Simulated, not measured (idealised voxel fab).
Presented below is a process module, voxel gate over fins.
The figure presents cross-section cut, which has a width of 275 nm and is divided into square cells with an edge length of 5 nm.
This document writes a cross-section as a grid whose cells are square, and gives it as bands, listed from the top down; one or more rows of cells form a band. Per band: top height and bottom height in nm, followed by the left-to-right materials and their widths in nm; "edge to edge" marks a single material spanning edge to edge, "blank" marks empty space. Basically, 0 is our baseline, since under it the wafer straight out of the box is all one material. The bottom band has no lower end and keeps on going down, so it looks like "0 nm and below". Top row gets the first number, bottom row gets the second, and each row in between changes by the same step: that is how a band width like "30..40" works. For the purposes of this document, the phrase "identical to before" attached to a step denotes that no cell within the cross-section was modified by that step. "Sealed void inventory": sealed empty spaces, 8 cells or more, no open way to top, listed width x height at distance, with distance from the left edge and width, height and distance in nm. What comes after the settings on a step's line is commentary from the simulator itself on that step. The setting "overlay nm" may be written on the line of a step. When the step uses a mask, the value reports how far to the right of the planned place the mask lay, and a negative value reports that it lay to the left.

[The following list gives the planned process steps]
1 RECEIVE [material Si]
2 CONFORMAL_DEP [material SiN] [thk nm 10]
3 MASKED_ETCH [tone cover] [mask id FINS] [width nm 15] [pitch nm 40] [etch materials SiN] [depth nm 10] [overlay nm 0]
4 MASKED_ETCH [tone cover] [mask id FINS] [width nm 15] [pitch nm 40] [etch materials Si] [depth nm 35] [overlay nm 0]
5 FILL_DEP [material SiO2] [thk nm 15]
6 CMP [height nm 10]
7 SELECTIVE_ETCH [etch materials SiO2] [depth nm 25]
8 STRIP [etch materials SiN]
9 CONFORMAL_DEP [material HfO2] [thk nm 5]
10 CONFORMAL_DEP [material TiN] [thk nm 5]
11 FILL_DEP [material W] [thk nm 10]
12 CMP [height nm 15]
13 CONFORMAL_DEP [material SiN] [thk nm 10]

[Here's what the wafer looked like in cross-section when it arrived - that's after step 1]
  0 nm and below = Si edge to edge
  Sealed void inventory: none

[What the wafer looks like in cross-section after this module, when it starts as shown above and follows the plan above but one mistake is made in running it]
  20 nm to 15 nm = SiN edge to edge
  15 nm to 10 nm = W edge to edge
  10 nm to 5 nm = 100 of W; 35 of TiN; 5 of W; 35 of TiN; 100 of W
  5 nm to 0 nm = 100 of W; 5 of TiN; 25 of HfO2; 5 of TiN; 5 of W; 5 of TiN; 25 of HfO2; 5 of TiN; 100 of W
  0 nm to -5 nm = 100 of W; 5 of TiN; 5 of HfO2; 15 of Si; 5 of HfO2; 5 of TiN; 5 of W; 5 of TiN; 5 of HfO2; 15 of Si; 5 of HfO2; 5 of TiN; 100 of W
  -5 nm to -10 nm = 105 of TiN; 5 of HfO2; 15 of Si; 5 of HfO2; 15 of TiN; 5 of HfO2; 15 of Si; 5 of HfO2; 105 of TiN
  -10 nm to -15 nm = 110 of HfO2; 15 of Si; 25 of HfO2; 15 of Si; 110 of HfO2
  -15 nm to -35 nm = 110 of SiO2; 15 of Si; 25 of SiO2; 15 of Si; 110 of SiO2
  -35 nm and below = Si edge to edge
  Sealed void inventory: none
Run error: off-plan run, step 13, actual operation and settings CONFORMAL_DEP [material SiN] [thk nm 5]
